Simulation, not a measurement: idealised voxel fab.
Documented hereafter: the process module known as voxel spacer lines.
Square cells of 5 nm make up the cross-section cut, whose width is 150 nm.
Think of the cross-section as a grid of square cells. We describe it in bands, top to bottom, and each band covers one or more rows of those cells.
Look at the band entry: it leads with the top's height and the bottom's height in nm. Then it lists the materials left to right, with a width in nm for each. The word "edge to edge" on a single material says that material fills the band edge to edge. The word "blank" is empty space.
Below 0: as-received wafer, all one material; heights counted from there. Lowest band: no bottom, goes on down, written "top 0, no bottom".
Graded width ("30->40"): value in top row of band = first number; value in bottom row = second number; row-to-row change constant.
It should be understood that the words "no alterations made", when stated for a given step, signify that the cross-section underwent no change in any of its cells during that step.
The label "Enclosed void list" introduces a list of the empty spaces, 8 cells or larger, that have no open way up to the top; each entry in it reads width x height at distance, where the distance is taken from the left edge and all three are stated in nm.
Text after the settings on a step's line: the simulator's own remark on that step.
Each step line may optionally specify "overlay nm", which for a step with a mask gives the rightward distance between the mask's planned place and where it lay, a negative value indicating the leftward direction.
# The following list gives the planned process steps
| 1 | RECEIVE with material Si |
| 2 | CONFORMAL_DEP with material Al2O3, thk nm 5 |
| 3 | DIRECTIONAL_DEP with material SiN, thk nm 20 |
| 4 | DIRECTIONAL_DEP with material aC, thk nm 20 |
| 5 | PATTERN with tone cover, mask id MANDREL, material resist, width nm 25, pitch nm 80, thk nm 30, overlay nm 0 |
| 6 | DIRECTIONAL_ETCH with etch materials aC, depth nm 20 |
| 7 | STRIP with etch materials resist |
| 8 | CONFORMAL_DEP with material SiO2, thk nm 15 |
| 9 | DIRECTIONAL_ETCH with etch materials SiO2, depth nm 15 |
| 10 | STRIP with etch materials aC |
| 11 | DIRECTIONAL_ETCH with etch materials SiN, depth nm 20 |
| 12 | STRIP with etch materials SiO2 |
# Wafer, first of two, run as planned
# So this is the incoming wafer in cross-section - it's already been through step 1
* top 0, no bottom: Si edge to edge
* Enclosed void list: none
# Sectional view: wafer, after step 2
* top 5, bottom 0: Al2O3 edge to edge
* Rest of section, below 0: as before.
# Sectional view: wafer, after step 3
* top 25, bottom 5: SiN edge to edge
* Rest of section, below 5: as before.
# Sectional view: wafer, after step 4
* top 45, bottom 25: aC edge to edge
* Rest of section, below 25: as before.
# Sectional view: wafer, after step 5
* top 75, bottom 45: blank 20  resist 25  blank 55  resist 25  blank 25
* Rest of section, below 45: as before.
# Sectional view: wafer, after step 6
* top 55, bottom 45: blank 20  resist 25  blank 55  resist 25  blank 25
* top 45, bottom 25: blank 20  aC 25  blank 55  aC 25  blank 25
* Rest of section, below 25: as before.
# Sectional view: wafer, after step 7
* top 45, bottom 25: blank 20  aC 25  blank 55  aC 25  blank 25
* Rest of section, below 25: as before.
# Sectional view: wafer, after step 8
* top 60, bottom 45: blank 5  SiO2 55  blank 25  SiO2 55  blank 10
* top 45, bottom 40: blank 5  SiO2 15  aC 25  SiO2 15  blank 25  SiO2 15  aC 25  SiO2 15  blank 10
* top 40, bottom 25: SiO2 20  aC 25  SiO2 55  aC 25  SiO2 25
* Rest of section, below 25: as before.
# Sectional view: wafer, after step 9
* top 45, bottom 25: blank 5  SiO2 15  aC 25  SiO2 15  blank 25  SiO2 15  aC 25  SiO2 15  blank 10
* Rest of section, below 25: as before.
# Sectional view: wafer, after step 10
* top 45, bottom 25: blank 5  SiO2 15  blank 25  SiO2 15  blank 25  SiO2 15  blank 25  SiO2 15  blank 10
* Rest of section, below 25: as before.
# Sectional view: wafer, after step 11
* top 45, bottom 25: blank 5  SiO2 15  blank 25  SiO2 15  blank 25  SiO2 15  blank 25  SiO2 15  blank 10
* top 25, bottom 5: blank 5  SiN 15  blank 25  SiN 15  blank 25  SiN 15  blank 25  SiN 15  blank 10
* Rest of section, below 5: as before.
# Sectional view: wafer, after step 12
* top 25, bottom 5: blank 5  SiN 15  blank 25  SiN 15  blank 25  SiN 15  blank 25  SiN 15  blank 10
* Rest of section, below 5: as before.
# The second wafer was prepared from the same starting point and under the same plan as the first; its processing contained one mistake, and it remains indistinguishable from the first wafer up to and including step 1
# when step 2 should have ended
* top 20, bottom 0: SiN edge to edge
* Rest of section, below 0: as before.
# when step 3 should have ended
* top 25, bottom 20: Al2O3 edge to edge
* Rest of section, below 20: as before.
# when step 4 should have ended
* top 45, bottom 25: aC edge to edge
* Rest of section, below 25: as before.
# when step 5 should have ended
* top 75, bottom 45: blank 20  resist 25  blank 55  resist 25  blank 25
* Rest of section, below 45: as before.
# when step 6 should have ended
* top 55, bottom 45: blank 20  resist 25  blank 55  resist 25  blank 25
* top 45, bottom 25: blank 20  aC 25  blank 55  aC 25  blank 25
* Rest of section, below 25: as before.
# when step 7 should have ended
* top 45, bottom 25: blank 20  aC 25  blank 55  aC 25  blank 25
* Rest of section, below 25: as before.
# when step 8 should have ended
* top 60, bottom 45: blank 5  SiO2 55  blank 25  SiO2 55  blank 10
* top 45, bottom 40: blank 5  SiO2 15  aC 25  SiO2 15  blank 25  SiO2 15  aC 25  SiO2 15  blank 10
* top 40, bottom 25: SiO2 20  aC 25  SiO2 55  aC 25  SiO2 25
* Rest of section, below 25: as before.
# when step 9 should have ended
* top 45, bottom 25: blank 5  SiO2 15  aC 25  SiO2 15  blank 25  SiO2 15  aC 25  SiO2 15  blank 10
* Rest of section, below 25: as before.
# when step 10 should have ended
* top 45, bottom 25: blank 5  SiO2 15  blank 25  SiO2 15  blank 25  SiO2 15  blank 25  SiO2 15  blank 10
* Rest of section, below 25: as before.
when step 11 should have ended: no alterations made
# when step 12 should have ended
* top 25, bottom 20: Al2O3 edge to edge
* Rest of section, below 20: as before.
Heads up, the wafer didn't run the way we planned it: steps 2 and 3 were swapped
Bottom line after processing is that, in cells, the second wafer is up or down on some materials versus the first: +72 SiN
